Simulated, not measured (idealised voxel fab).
process module | voxel transistor to metal
cross-section cut | 205 nm wide | cells 5 nm
A cross-section is a grid of square cells, given in bands from the top down. A band is one or more rows of cells.
Each band's line starts with the height of the band's top and of its bottom, in nm. Then come its materials from left to right, each with its width in nm. One material with "throughout" fills the band from edge to edge. "air" is empty space.
Height 0 is the level under which the wafer as received is all one material. The lowest band goes on downwards, as in "0 down".
A width such as "30 to 40" changes by the same amount from each row of cells to the next, from the band's top row to its bottom row.
"no change" after a step means that no cell of the cross-section changed.
closed voids: empty space of 8 cells or more with no open way to the top, each as width x height at its distance from the left edge, in nm
after a step's settings: what the simulator itself notes on the step
overlay nm, on a step with a mask: how far to the right of its planned place the mask lay; to the left if negative
plan
1 op RECEIVE | material Si
2 op CONFORMAL_DEP | material SiO2 | thk nm 5
3 op CONFORMAL_DEP | material SiN | thk nm 15
4 op DIRECTIONAL_DEP | material aC | thk nm 10
5 op PATTERN | tone cover | mask id ACTIVE | material resist | width nm 120 | thk nm 30 | overlay nm 0
6 op DIRECTIONAL_ETCH | etch materials aC | depth nm 10
7 op STRIP | etch materials resist
8 op DIRECTIONAL_ETCH | etch materials SiN | depth nm 15
9 op DIRECTIONAL_ETCH | etch materials SiO2 | depth nm 5
10 op DIRECTIONAL_ETCH | etch materials Si | depth nm 30
11 op STRIP | etch materials aC
12 op FILL_DEP | material SiO2 | thk nm 5
13 op CMP | height nm 20
14 op SELECTIVE_ETCH | etch materials SiO2 | depth nm 15
15 op STRIP | etch materials SiN
16 op SELECTIVE_ETCH | etch materials SiO2 | depth nm 5
17 op OXIDIZE | depth nm 5
18 op DIRECTIONAL_DEP | material polySi | thk nm 30
19 op DIRECTIONAL_DEP | material SiCN | thk nm 15
20 op DIRECTIONAL_DEP | material aC | thk nm 10
21 op PATTERN | tone cover | mask id GATE | material resist | width nm 20 | thk nm 30 | overlay nm 0
22 op DIRECTIONAL_ETCH | etch materials aC | depth nm 10
23 op STRIP | etch materials resist
24 op DIRECTIONAL_ETCH | etch materials SiCN | depth nm 25
25 op DIRECTIONAL_ETCH | etch materials polySi | depth nm 40
26 op STRIP | etch materials aC
27 op CONFORMAL_DEP | material SiN | thk nm 10
28 op DIRECTIONAL_ETCH | etch materials SiN | depth nm 10
29 op DIRECTIONAL_ETCH | etch materials SiO2 | depth nm 5
30 op EPI | material nSi | thk nm 5
31 op FILL_DEP | material SiO2 | thk nm 5
32 op CMP | height nm 45
33 op DIRECTIONAL_DEP | material SiO2 | thk nm 15
34 op PATTERN | tone open | mask id CONTACT | material resist | width nm 20 | pitch nm 80 | thk nm 15 | overlay nm 0
35 op DIRECTIONAL_ETCH | etch materials SiO2 | depth nm 60
36 op STRIP | etch materials resist
37 op CONFORMAL_DEP | material TiN | thk nm 5
38 op FILL_DEP | material W | thk nm 5
39 op CMP | height nm 60
40 op DIRECTIONAL_DEP | material TiN | thk nm 5
41 op DIRECTIONAL_DEP | material Ru | thk nm 15
42 op MASKED_ETCH | tone cover | mask id METAL_1 | width nm 20 | pitch nm 80 | etch materials Ru | depth nm 15 | overlay nm 0
43 op MASKED_ETCH | tone cover | mask id METAL_1 | width nm 20 | pitch nm 80 | etch materials TiN | depth nm 5 | overlay nm 0
44 op FILL_DEP | material SiO2 | thk nm 5
45 op CMP | height nm 80
46 op CONFORMAL_DEP | material SiCN | thk nm 5
47 op DIRECTIONAL_DEP | material lowk | thk nm 25
48 op PATTERN | tone open | mask id METAL_2_HOLES | material resist | width nm 15 | pitch nm 80 | thk nm 20 | overlay nm 0
49 op DIRECTIONAL_ETCH | etch materials lowk | depth nm 25
50 op STRIP | etch materials resist
51 op MASKED_ETCH | tone open | mask id METAL_2 | width nm 20 | pitch nm 80 | etch materials lowk | depth nm 15 | overlay nm 0
52 op MASKED_ETCH | tone open | mask id METAL_2 | width nm 20 | pitch nm 80 | etch materials SiCN | depth nm 5 | overlay nm 0
53 op CONFORMAL_DEP | material TiN | thk nm 5
54 op FILL_DEP | material Cu | thk nm 10
55 op CMP | height nm 110
56 op CONFORMAL_DEP | material SiN | thk nm 5
as received, after step 1
  0 down: Si throughout
  closed voids: none
a wafer at the end: this start, this plan, one mistake
  115 to 110: SiCN throughout
  110 to 100: lowk 50 | TiN 5 | Cu 10 | TiN 5 | lowk 60 | TiN 5 | Cu 10 | TiN 5 | lowk 55
  100 to 95: lowk 50 | TiN 5 | Cu 5 | TiN 10 | lowk 60 | TiN 5 | Cu 5 | TiN 10 | lowk 55
  95 to 85: lowk 50 | TiN 5 | Cu 5 | TiN 5 | lowk 65 | TiN 5 | Cu 5 | TiN 5 | lowk 60
  85 to 80: SiCN 50 | TiN 15 | SiCN 65 | TiN 15 | SiCN 60
  80 to 65: SiO2 50 | Ru 20 | SiO2 60 | Ru 20 | SiO2 55
  65 to 60: SiO2 50 | TiN 20 | SiO2 60 | TiN 20 | SiO2 55
  60 to 45: SiO2 50 | TiN 5 | W 10 | TiN 5 | SiO2 60 | TiN 5 | W 10 | TiN 5 | SiO2 55
  45 to 30: SiO2 50 | TiN 5 | W 10 | TiN 5 | SiO2 10 | SiN 10 | SiCN 20 | SiN 10 | SiO2 10 | TiN 5 | W 10 | TiN 5 | SiO2 55
  30 to 5: SiO2 50 | TiN 5 | W 10 | TiN 5 | SiO2 10 | SiN 10 | polySi 20 | SiN 10 | SiO2 10 | TiN 5 | W 10 | TiN 5 | SiO2 55
  5 to 0: SiO2 50 | TiN 20 | SiO2 10 | SiN 10 | polySi 20 | SiN 10 | SiO2 10 | TiN 20 | SiO2 55
  0 to -5: SiO2 35 | nSi 45 | SiO2 40 | nSi 45 | SiO2 40
  -5 to -30: SiO2 40 | Si 120 | SiO2 45
  -30 down: Si throughout
  closed voids: none
what went wrong: step 56 ran as: op CONFORMAL_DEP | material SiCN | thk nm 5
